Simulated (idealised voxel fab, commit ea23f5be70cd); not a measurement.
The process module that follows is named voxel tone inversion.
Shown is cross-section cut, with a width of 180 nm and square cells of size 5 nm.
Heads up, the way a cross-section reads in here is a grid of square cells, handed over as bands from the top down, with every band being one or more rows of cells.
What a band's entry tells you: where the top is and where the bottom is, as heights in nm, and after that what lies inside, material by material from left to right, each with its width in nm. Empty space is written as the word "blank", and a single material marked with the word "all across" occupies the band from edge to edge.
Measure heights from 0. That's the level where, below it, the as-received wafer is all one material. The lowest band is bottomless and extends downward; write it as in "0 down".
The expression "30->40" gives the width at the extremes of the band, the first number at its top row of cells and the second at its bottom row, with the width changing by equal amounts from each row to the next in between.
Any step labelled "changes: none" changed none of the cells in the cross-section.
Each empty space that has no open way to the top and spans at least 8 cells appears under "Trapped voids" as width x height at distance, the distance counted from the left edge, all in nm.
On each step's line, the part that comes after the settings is the simulator's own comment on the step.
A step line may carry the setting "overlay nm", which, for steps involving a mask, states the distance by which the mask lay to the right of its intended position; negative values denote displacement to the left.
Layout of what follows: cross-section pairs, each bracketing one process step, the after cross-section shown only to the lowest band that changed, the step between and its settings noted under each pair. Pairs may originate in different runs of this module on the same starting wafer; a pair continues from the pair above only where its entry headed "Pre-process cross-section" says so.

### Pre-process cross-section
    0 down: Si all across
    Trapped voids: none

### Post-Step Appearance
    5 to 0: SiN all across
    Lower than 0, everything is as it was.
    Trapped voids: none
Process step (between the before and after cross-sections above): CONFORMAL_DEP: material SiN, thk nm 5

Pre-process cross-section: = after-state of the pair above.

### Post-Step Appearance
    20 to 5: aC all across
    Lower than 5, everything is as it was.
    Trapped voids: none
Process step (between the before and after cross-sections above): DIRECTIONAL_DEP: material aC, thk nm 15

Pre-process cross-section: = after-state of the pair above.

### Post-Step Appearance
    45 to 20: blank=45, resist=20, blank=15, resist=20, blank=15, resist=20, blank=45
    Lower than 20, everything is as it was.
    Trapped voids: none
Process step (between the before and after cross-sections above): PATTERN: tone cover, mask id POSTS, material resist, width nm 20, pitch nm 35, thk nm 25, overlay nm 0

Pre-process cross-section: = after-state of the pair above.

### Post-Step Appearance
    30 to 20: blank=45, resist=20, blank=15, resist=20, blank=15, resist=20, blank=45
    20 to 5: blank=45, aC=20, blank=15, aC=20, blank=15, aC=20, blank=45
    Lower than 5, everything is as it was.
    Trapped voids: none
Process step (between the before and after cross-sections above): DIRECTIONAL_ETCH: etch materials aC, depth nm 15

Pre-process cross-section: = after-state of the pair above.

### Post-Step Appearance
    20 to 5: blank=45, aC=20, blank=15, aC=20, blank=15, aC=20, blank=45
    Lower than 5, everything is as it was.
    Trapped voids: none
Process step (between the before and after cross-sections above): STRIP: etch materials resist

Pre-process cross-section: = after-state of the pair above.

### Post-Step Appearance
    25 to 20: SiO2 all across
    20 to 5: SiO2=45, aC=20, SiO2=15, aC=20, SiO2=15, aC=20, SiO2=45
    Lower than 5, everything is as it was.
    Trapped voids: none
Process step (between the before and after cross-sections above): FILL_DEP: material SiO2, thk nm 5

Pre-process cross-section: = after-state of the pair above.

### Post-Step Appearance
    20 to 5: SiO2=45, aC=20, SiO2=15, aC=20, SiO2=15, aC=20, SiO2=45
    Lower than 5, everything is as it was.
    Trapped voids: none
Process step (between the before and after cross-sections above): CMP: height nm 20

Pre-process cross-section: = after-state of the pair above.

### Post-Step Appearance
    20 to 5: SiO2=45, blank=20, SiO2=15, blank=20, SiO2=15, blank=20, SiO2=45
    Lower than 5, everything is as it was.
    Trapped voids: none
Process step (between the before and after cross-sections above): STRIP: etch materials aC

### Pre-process cross-section
    0 down: Si all across
    Trapped voids: none

### Post-Step Appearance
    15 to 0: aC all across
    Lower than 0, everything is as it was.
    Trapped voids: none
Process step (between the before and after cross-sections above): DIRECTIONAL_DEP: material aC, thk nm 15

Pre-process cross-section: = after-state of the pair above.

### Post-Step Appearance
    40 to 15: blank=45, resist=20, blank=15, resist=20, blank=15, resist=20, blank=45
    Lower than 15, everything is as it was.
    Trapped voids: none
Process step (between the before and after cross-sections above): PATTERN: tone cover, mask id POSTS, material resist, width nm 20, pitch nm 35, thk nm 25, overlay nm 0

Pre-process cross-section: = after-state of the pair above.

### Post-Step Appearance
    25 to 15: blank=45, resist=20, blank=15, resist=20, blank=15, resist=20, blank=45
    15 to 0: blank=45, aC=20, blank=15, aC=20, blank=15, aC=20, blank=45
    Lower than 0, everything is as it was.
    Trapped voids: none
Process step (between the before and after cross-sections above): DIRECTIONAL_ETCH: etch materials aC, depth nm 15

Pre-process cross-section: = after-state of the pair above.

### Post-Step Appearance
    15 to 0: blank=45, aC=20, blank=15, aC=20, blank=15, aC=20, blank=45
    Lower than 0, everything is as it was.
    Trapped voids: none
Process step (between the before and after cross-sections above): STRIP: etch materials resist

Pre-process cross-section: = after-state of the pair above.

### Post-Step Appearance
    20 to 15: SiO2 all across
    15 to 0: SiO2=45, aC=20, SiO2=15, aC=20, SiO2=15, aC=20, SiO2=45
    Lower than 0, everything is as it was.
    Trapped voids: none
Process step (between the before and after cross-sections above): FILL_DEP: material SiO2, thk nm 5

### Pre-process cross-section
    15 to 0: aC all across
    0 down: Si all across
    Trapped voids: none

### Post-Step Appearance
    20 to 15: SiN all across
    Lower than 15, everything is as it was.
    Trapped voids: none
Process step (between the before and after cross-sections above): CONFORMAL_DEP: material SiN, thk nm 5

Pre-process cross-section: = after-state of the pair above.

### Post-Step Appearance
    45 to 20: blank=45, resist=20, blank=15, resist=20, blank=15, resist=20, blank=45
    Lower than 20, everything is as it was.
    Trapped voids: none
Process step (between the before and after cross-sections above): PATTERN: tone cover, mask id POSTS, material resist, width nm 20, pitch nm 35, thk nm 25, overlay nm 0

Pre-process cross-section: = after-state of the pair above.

### Post-Step Appearance
    30 to 20: blank=45, resist=20, blank=15, resist=20, blank=15, resist=20, blank=45
    Lower than 20, everything is as it was.
    Trapped voids: none
Process step (between the before and after cross-sections above): DIRECTIONAL_ETCH: etch materials aC, depth nm 15

Pre-process cross-section: = after-state of the pair above.

### Post-Step Appearance
    20 to 15: SiN all across
    Lower than 15, everything is as it was.
    Trapped voids: none
Process step (between the before and after cross-sections above): STRIP: etch materials resist

Pre-process cross-section: = after-state of the pair above.

### Post-Step Appearance
    25 to 20: SiO2 all across
    Lower than 20, everything is as it was.
    Trapped voids: none
Process step (between the before and after cross-sections above): FILL_DEP: material SiO2, thk nm 5

Pre-process cross-section: = after-state of the pair above.

### Post-Step Appearance
    20 to 15: SiN all across
    Lower than 15, everything is as it was.
    Trapped voids: none
Process step (between the before and after cross-sections above): CMP: height nm 20

### Pre-process cross-section
    25 to 20: SiO2 all across
    20 to 5: SiO2=45, aC=20, SiO2=15, aC=20, SiO2=15, aC=20, SiO2=45
    5 to 0: SiN all across
    0 down: Si all across
    Trapped voids: none

### Post-Step Appearance
    15 to 5: SiO2=45, aC=20, SiO2=15, aC=20, SiO2=15, aC=20, SiO2=45
    Lower than 5, everything is as it was.
    Trapped voids: none
Process step (between the before and after cross-sections above): CMP: height nm 15

Pre-process cross-section: = after-state of the pair above.

### Post-Step Appearance
    15 to 5: SiO2=45, blank=20, SiO2=15, blank=20, SiO2=15, blank=20, SiO2=45
    Lower than 5, everything is as it was.
    Trapped voids: none
Process step (between the before and after cross-sections above): STRIP: etch materials aC

### Pre-process cross-section
    20 to 5: aC all across
    5 to 0: SiN all across
    0 down: Si all across
    Trapped voids: none

### Post-Step Appearance
    45 to 20: blank=50, resist=15, blank=20, resist=15, blank=20, resist=15, blank=45
    Lower than 20, everything is as it was.
    Trapped voids: none
Process step (between the before and after cross-sections above): PATTERN: tone cover, mask id POSTS, material resist, width nm 15, pitch nm 35, thk nm 25, overlay nm 0

Pre-process cross-section: = after-state of the pair above.

### Post-Step Appearance
    30 to 20: blank=50, resist=15, blank=20, resist=15, blank=20, resist=15, blank=45
    20 to 5: blank=50, aC=15, blank=20, aC=15, blank=20, aC=15, blank=45
    Lower than 5, everything is as it was.
    Trapped voids: none
Process step (between the before and after cross-sections above): DIRECTIONAL_ETCH: etch materials aC, depth nm 15

Pre-process cross-section: = after-state of the pair above.

### Post-Step Appearance
    20 to 5: blank=50, aC=15, blank=20, aC=15, blank=20, aC=15, blank=45
    Lower than 5, everything is as it was.
    Trapped voids: none
Process step (between the before and after cross-sections above): STRIP: etch materials resist

Pre-process cross-section: = after-state of the pair above.

### Post-Step Appearance
    25 to 20: SiO2 all across
    20 to 5: SiO2=50, aC=15, SiO2=20, aC=15, SiO2=20, aC=15, SiO2=45
    Lower than 5, everything is as it was.
    Trapped voids: none
Process step (between the before and after cross-sections above): FILL_DEP: material SiO2, thk nm 5

Pre-process cross-section: = after-state of the pair above.

### Post-Step Appearance
    20 to 5: SiO2=50, aC=15, SiO2=20, aC=15, SiO2=20, aC=15, SiO2=45
    Lower than 5, everything is as it was.
    Trapped voids: none
Process step (between the before and after cross-sections above): CMP: height nm 20

Pre-process cross-section: = after-state of the pair above.

### Post-Step Appearance
    20 to 5: SiO2=50, blank=15, SiO2=20, blank=15, SiO2=20, blank=15, SiO2=45
    Lower than 5, everything is as it was.
    Trapped voids: none
Process step (between the before and after cross-sections above): STRIP: etch materials aC

### Pre-process cross-section
    20 to 5: aC all across
    5 to 0: SiN all across
    0 down: Si all across
    Trapped voids: none

### Post-Step Appearance
    45 to 20: blank=35, resist=20, blank=15, resist=20, blank=15, resist=20, blank=55
    Lower than 20, everything is as it was.
    Trapped voids: none
Process step (between the before and after cross-sections above): PATTERN: tone cover, mask id POSTS, material resist, width nm 20, pitch nm 35, thk nm 25, overlay nm -10

Pre-process cross-section: = after-state of the pair above.

### Post-Step Appearance
    30 to 20: blank=35, resist=20, blank=15, resist=20, blank=15, resist=20, blank=55
    20 to 5: blank=35, aC=20, blank=15, aC=20, blank=15, aC=20, blank=55
    Lower than 5, everything is as it was.
    Trapped voids: none
Process step (between the before and after cross-sections above): DIRECTIONAL_ETCH: etch materials aC, depth nm 15

Pre-process cross-section: = after-state of the pair above.

### Post-Step Appearance
    20 to 5: blank=35, aC=20, blank=15, aC=20, blank=15, aC=20, blank=55
    Lower than 5, everything is as it was.
    Trapped voids: none
Process step (between the before and after cross-sections above): STRIP: etch materials resist

Pre-process cross-section: = after-state of the pair above.

### Post-Step Appearance
    25 to 20: SiO2 all across
    20 to 5: SiO2=35, aC=20, SiO2=15, aC=20, SiO2=15, aC=20, SiO2=55
    Lower than 5, everything is as it was.
    Trapped voids: none
Process step (between the before and after cross-sections above): FILL_DEP: material SiO2, thk nm 5

Pre-process cross-section: = after-state of the pair above.

### Post-Step Appearance
    20 to 5: SiO2=35, aC=20, SiO2=15, aC=20, SiO2=15, aC=20, SiO2=55
    Lower than 5, everything is as it was.
    Trapped voids: none
Process step (between the before and after cross-sections above): CMP: height nm 20

Pre-process cross-section: = after-state of the pair above.

### Post-Step Appearance
    20 to 5: SiO2=35, blank=20, SiO2=15, blank=20, SiO2=15, blank=20, SiO2=55
    Lower than 5, everything is as it was.
    Trapped voids: none
Process step (between the before and after cross-sections above): STRIP: etch materials aC

### Pre-process cross-section
    20 to 5: SiO2=45, aC=20, SiO2=15, aC=20, SiO2=15, aC=20, SiO2=45
    5 to 0: SiN all across
    0 down: Si all across
    Trapped voids: none

### Post-Step Appearance
    20 to 5: blank=45, aC=20, blank=15, aC=20, blank=15, aC=20, blank=45
    Lower than 5, everything is as it was.
    Trapped voids: none
Process step (between the before and after cross-sections above): STRIP: etch materials SiO2

### Pre-process cross-section
    20 to 5: aC all across
    5 to 0: SiN all across
    0 down: Si all across
    Trapped voids: none

### Post-Step Appearance
    45 to 20: resist=45, blank=20, resist=15, blank=20, resist=15, blank=20, resist=45
    Lower than 20, everything is as it was.
    Trapped voids: none
Process step (between the before and after cross-sections above): PATTERN: tone open, mask id POSTS, material resist, width nm 20, pitch nm 35, thk nm 25, overlay nm 0

Pre-process cross-section: = after-state of the pair above.

### Post-Step Appearance
    30 to 20: resist=45, blank=20, resist=15, blank=20, resist=15, blank=20, resist=45
    20 to 5: aC=45, blank=20, aC=15, blank=20, aC=15, blank=20, aC=45
    Lower than 5, everything is as it was.
    Trapped voids: none
Process step (between the before and after cross-sections above): DIRECTIONAL_ETCH: etch materials aC, depth nm 15

Pre-process cross-section: = after-state of the pair above.

### Post-Step Appearance
    20 to 5: aC=45, blank=20, aC=15, blank=20, aC=15, blank=20, aC=45
    Lower than 5, everything is as it was.
    Trapped voids: none
Process step (between the before and after cross-sections above): STRIP: etch materials resist

Pre-process cross-section: = after-state of the pair above.

### Post-Step Appearance
    25 to 20: SiO2 all across
    20 to 5: aC=45, SiO2=20, aC=15, SiO2=20, aC=15, SiO2=20, aC=45
    Lower than 5, everything is as it was.
    Trapped voids: none
Process step (between the before and after cross-sections above): FILL_DEP: material SiO2, thk nm 5

Pre-process cross-section: = after-state of the pair above.

### Post-Step Appearance
    20 to 5: aC=45, SiO2=20, aC=15, SiO2=20, aC=15, SiO2=20, aC=45
    Lower than 5, everything is as it was.
    Trapped voids: none
Process step (between the before and after cross-sections above): CMP: height nm 20

Pre-process cross-section: = after-state of the pair above.

### Post-Step Appearance
    20 to 5: blank=45, SiO2=20, blank=15, SiO2=20, blank=15, SiO2=20, blank=45
    Lower than 5, everything is as it was.
    Trapped voids: none
Process step (between the before and after cross-sections above): STRIP: etch materials aC
